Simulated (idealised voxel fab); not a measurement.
process module | voxel self aligned vias
cross-section cut | 205 nm wide | cells 5 nm
A cross-section is a grid of square cells, given in bands from the top down. A band is one or more rows of cells.
Each band's line starts with the height of the band's top and of its bottom, in nm. Then come its materials from left to right, each with its width in nm. One material with "throughout" fills the band from edge to edge. "air" is empty space.
Height 0 is the level under which the wafer as received is all one material. The lowest band goes on downwards, as in "0 down".
A width such as "30 to 40" changes by the same amount from each row of cells to the next, from the band's top row to its bottom row.
"no change" after a step means that no cell of the cross-section changed.
closed voids: empty space of 8 cells or more with no open way to the top, each as width x height at its distance from the left edge, in nm
after a step's settings: what the simulator itself notes on the step
overlay nm, on a step with a mask: how far to the right of its planned place the mask lay; to the left if negative
plan
1 op RECEIVE | material Si
2 op CONFORMAL_DEP | material SiO2 | thk nm 10
3 op CONFORMAL_DEP | material SiCN | thk nm 5
4 op DIRECTIONAL_DEP | material lowk | thk nm 30
5 op PATTERN | tone open | mask id LINES | material resist | width nm 20 | pitch nm 55 | thk nm 15 | overlay nm 0
6 op DIRECTIONAL_ETCH | etch materials lowk | depth nm 30
7 op STRIP | etch materials resist
8 op CONFORMAL_DEP | material TiN | thk nm 5
9 op FILL_DEP | material W | thk nm 5
10 op CMP | height nm 45
11 op SELECTIVE_ETCH | etch materials W Ru TiN | depth nm 10
12 op FILL_DEP | material SiN | thk nm 10
13 op CMP | height nm 45
14 op DIRECTIONAL_DEP | material lowk | thk nm 20
15 op DIRECTIONAL_DEP | material aC | thk nm 10
16 op PATTERN | tone open | mask id VIAS | material resist | width nm 30 | pitch nm 55 | thk nm 30 | overlay nm 0
17 op DIRECTIONAL_ETCH | etch materials aC | depth nm 10
18 op STRIP | etch materials resist
19 op DIRECTIONAL_ETCH | etch materials lowk | depth nm 20
20 op DIRECTIONAL_ETCH | etch materials SiN | depth nm 10
21 op STRIP | etch materials aC
22 op CONFORMAL_DEP | material TiN | thk nm 5
23 op FILL_DEP | material Ru | thk nm 5
24 op CMP | height nm 65
25 op CONFORMAL_DEP | material SiCN | thk nm 5
as received, after step 1
  0 down: Si throughout
  closed voids: none
first wafer at the end, as planned
  70 to 65: SiCN throughout
  65 to 50: lowk 30 | TiN 5 | Ru 20 | TiN 5 | lowk 25 | TiN 5 | Ru 20 | TiN 5 | lowk 25 | TiN 5 | Ru 20 | TiN 5 | lowk 35
  50 to 40: lowk 30 to 35 | TiN 10 to 5 | Ru 10 | TiN 10 to 5 | lowk 25 to 35 | TiN 10 to 5 | Ru 10 | TiN 10 to 5 | lowk 25 to 35 | TiN 10 to 5 | Ru 10 | TiN 10 to 5 | lowk 35 to 40
  40 to 35: lowk 35 | TiN 20 | lowk 35 | TiN 20 | lowk 35 | TiN 20 | lowk 40
  35 to 20: lowk 35 | TiN 5 | W 10 | TiN 5 | lowk 35 | TiN 5 | W 10 | TiN 5 | lowk 35 | TiN 5 | W 10 | TiN 5 | lowk 40
  20 to 15: lowk 35 | TiN 20 | lowk 35 | TiN 20 | lowk 35 | TiN 20 | lowk 40
  15 to 10: SiCN throughout
  10 to 0: SiO2 throughout
  0 down: Si throughout
  closed voids: none
second wafer at the end: like start, like plan, one mistake
  70 to 65: SiCN throughout
  65 to 45: lowk 30 | TiN 5 | Ru 20 | TiN 5 | lowk 25 | TiN 5 | Ru 20 | TiN 5 | lowk 25 | TiN 5 | Ru 20 | TiN 5 | lowk 35
  45 to 40: SiN 30 | TiN 10 | Ru 10 | TiN 10 | SiN 25 | TiN 10 | Ru 10 | TiN 10 | SiN 25 | TiN 10 | Ru 10 | TiN 10 | SiN 35
  40 to 35: lowk 35 | TiN 20 | lowk 35 | TiN 20 | lowk 35 | TiN 20 | lowk 40
  35 to 15: lowk 35 | TiN 5 | W 10 | TiN 5 | lowk 35 | TiN 5 | W 10 | TiN 5 | lowk 35 | TiN 5 | W 10 | TiN 5 | lowk 40
  15 to 10: lowk 35 | TiN 20 | lowk 35 | TiN 20 | lowk 35 | TiN 20 | lowk 40
  10 to 0: SiO2 throughout
  0 down: Si throughout
  closed voids: none
what went wrong: step 3 was left out
at the end the second wafer has, in cells: 6 more of Ru | 41 fewer of SiCN | 23 more of SiN | 6 more of TiN | 6 more of W
